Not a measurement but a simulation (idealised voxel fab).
Process module heading - voxel transistor to metal
Cross-section cut spans 290 nm and uses square cells 5 nm in size.
In this document a cross-section is written as a grid of square cells. It is given as a series of bands, listed from the top down, and a band is one or more rows of cells.
Read a band's entry like this: the first values are the height of its top and the height of its bottom in nm, and what follows is the sequence of materials from left to right, each with its width in nm. Note that "air" is empty space, and that a single material marked "everywhere" reaches across the band from edge to edge.
Heights are measured from 0, the level below which the as-received wafer is all one material; the lowest band has no bottom and continues downward, written as in "0 down".
A width given as "30..40" starts at the first number in the band's top row and ends at the second number in its bottom row, shifting by an equal amount at every step from row to row.
Reading "nothing was modified" for a step: not a cell of the cross-section changed in it.
The list in "Closed internal cavities" covers empty spaces of 8 cells or more that cannot reach the top through any open way, and it gives each as width x height at distance; the distance is from the left edge, and width, height and distance are in nm.
Past the settings on a step's line: simulator remark, on that step.
When a step includes a mask, the "overlay nm" setting on its line states how far to the right of its planned place that mask lay, and negative values state how far to the left.

HERE'S WHAT THE PLANNED PROCESS STEPS LOOK LIKE
1,RECEIVE: material Si
2,CONFORMAL_DEP: material SiO2, thk nm 5
3,CONFORMAL_DEP: material SiN, thk nm 10
4,PATTERN: tone cover, mask id ACTIVE, material resist, width nm 105, pitch nm 130, thk nm 15, overlay nm 0
5,DIRECTIONAL_ETCH: etch materials SiN, depth nm 10
6,DIRECTIONAL_ETCH: etch materials SiO2, depth nm 5
7,DIRECTIONAL_ETCH: etch materials Si, depth nm 20
8,STRIP: etch materials resist
9,FILL_DEP: material SiO2, thk nm 10
10,CMP: height nm 15
11,SELECTIVE_ETCH: etch materials SiO2, depth nm 10
12,STRIP: etch materials SiN
13,SELECTIVE_ETCH: etch materials SiO2, depth nm 5
14,OXIDIZE: depth nm 5
15,DIRECTIONAL_DEP: material polySi, thk nm 20
16,DIRECTIONAL_DEP: material SiCN, thk nm 15
17,DIRECTIONAL_DEP: material aC, thk nm 10
18,PATTERN: tone cover, mask id GATE, material resist, width nm 25, pitch nm 130, thk nm 30, overlay nm 0
19,DIRECTIONAL_ETCH: etch materials aC, depth nm 10
20,STRIP: etch materials resist
21,DIRECTIONAL_ETCH: etch materials SiCN, depth nm 25
22,DIRECTIONAL_ETCH: etch materials polySi, depth nm 30
23,STRIP: etch materials aC
24,CONFORMAL_DEP: material SiO2, thk nm 5
25,DIRECTIONAL_ETCH: etch materials SiO2, depth nm 5
26,CONFORMAL_DEP: material SiN, thk nm 5
27,DIRECTIONAL_ETCH: etch materials SiN, depth nm 5
28,DIRECTIONAL_ETCH: etch materials SiO2, depth nm 5
29,EPI: material SiGe, thk nm 5
30,FILL_DEP: material SiO2, thk nm 10
31,CMP: height nm 20
32,STRIP: etch materials polySi
33,SELECTIVE_ETCH: etch materials SiO2, depth nm 5
34,CONFORMAL_DEP: material HfO2, thk nm 5
35,CONFORMAL_DEP: material TiN, thk nm 5
36,FILL_DEP: material W, thk nm 10
37,CMP: height nm 15
38,DIRECTIONAL_DEP: material SiO2, thk nm 10
39,DIRECTIONAL_DEP: material aC, thk nm 15
40,PATTERN: tone open, mask id CONTACT, material resist, width nm 15, thk nm 30, overlay nm 0
41,DIRECTIONAL_ETCH: etch materials aC, depth nm 15
42,STRIP: etch materials resist
43,DIRECTIONAL_ETCH: etch materials SiO2, depth nm 25
44,STRIP: etch materials aC
45,CONFORMAL_DEP: material TiN, thk nm 5
46,FILL_DEP: material Ru, thk nm 10
47,CMP: height nm 25
48,CONFORMAL_DEP: material SiN, thk nm 5
49,DIRECTIONAL_DEP: material SiO2, thk nm 20
50,MASKED_ETCH: tone open, mask id METAL_1, width nm 15, etch materials SiO2, depth nm 20, overlay nm 0
51,MASKED_ETCH: tone open, mask id METAL_1, width nm 15, etch materials SiN, depth nm 5, overlay nm 0
52,CONFORMAL_DEP: material TiN, thk nm 5
53,FILL_DEP: material Cu, thk nm 10
54,CMP: height nm 50
55,CONFORMAL_DEP: material SiCN, thk nm 5
56,DIRECTIONAL_DEP: material lowk, thk nm 25
57,MASKED_ETCH: tone open, mask id METAL_2, width nm 15, pitch nm 130, etch materials lowk, depth nm 15, overlay nm 0
58,MASKED_ETCH: tone open, mask id METAL_2_HOLES, width nm 15, pitch nm 130, etch materials lowk, depth nm 10, overlay nm 0
59,MASKED_ETCH: tone open, mask id METAL_2_HOLES, width nm 15, pitch nm 130, etch materials SiCN, depth nm 5, overlay nm -15
60,CONFORMAL_DEP: material TiN, thk nm 5
61,FILL_DEP: material Cu, thk nm 10
62,CMP: height nm 80
63,CONFORMAL_DEP: material SiCN, thk nm 5
The plan's step 59 overlay nm is the first wafer's value; the wafers differ in this setting and start identical.

THE FIRST OF SEVERAL WAFERS IN CROSS-SECTION, EXACTLY AS IT REACHED US AFTER STEP 1
0 down: Si everywhere
Closed internal cavities: none

PER-WAFER ROWS BELOW. FOR EACH MATERIAL: CELLS GAINED (+) OR LOST (-) SINCE THE WAFER WAS RECEIVED, AS OF END OF MODULE. THEN: CLOSED VOIDS
overlay nm -15, +24 Cu, +26 HfO2, +16 Ru, -106 Si, +116 SiCN, +28 SiGe, +58 SiN, +424 SiO2, +128 TiN, +12 W, +260 lowk, Closed internal cavities: none
overlay nm -10, +24 Cu, +26 HfO2, +16 Ru, -106 Si, +114 SiCN, +28 SiGe, +58 SiN, +424 SiO2, +130 TiN, +12 W, +260 lowk, Closed internal cavities: none
overlay nm -5, +24 Cu, +26 HfO2, +16 Ru, -106 Si, +112 SiCN, +28 SiGe, +58 SiN, +424 SiO2, +132 TiN, +12 W, +260 lowk, Closed internal cavities: none
overlay nm 0, +26 Cu, +26 HfO2, +16 Ru, -106 Si, +110 SiCN, +28 SiGe, +58 SiN, +424 SiO2, +132 TiN, +12 W, +260 lowk, Closed internal cavities: none
overlay nm 5, +24 Cu, +26 HfO2, +16 Ru, -106 Si, +112 SiCN, +28 SiGe, +58 SiN, +424 SiO2, +132 TiN, +12 W, +260 lowk, Closed internal cavities: none
overlay nm 10, +24 Cu, +26 HfO2, +16 Ru, -106 Si, +114 SiCN, +28 SiGe, +58 SiN, +424 SiO2, +130 TiN, +12 W, +260 lowk, Closed internal cavities: none
overlay nm 15, +24 Cu, +26 HfO2, +16 Ru, -106 Si, +116 SiCN, +28 SiGe, +58 SiN, +424 SiO2, +128 TiN, +12 W, +260 lowk, Closed internal cavities: none
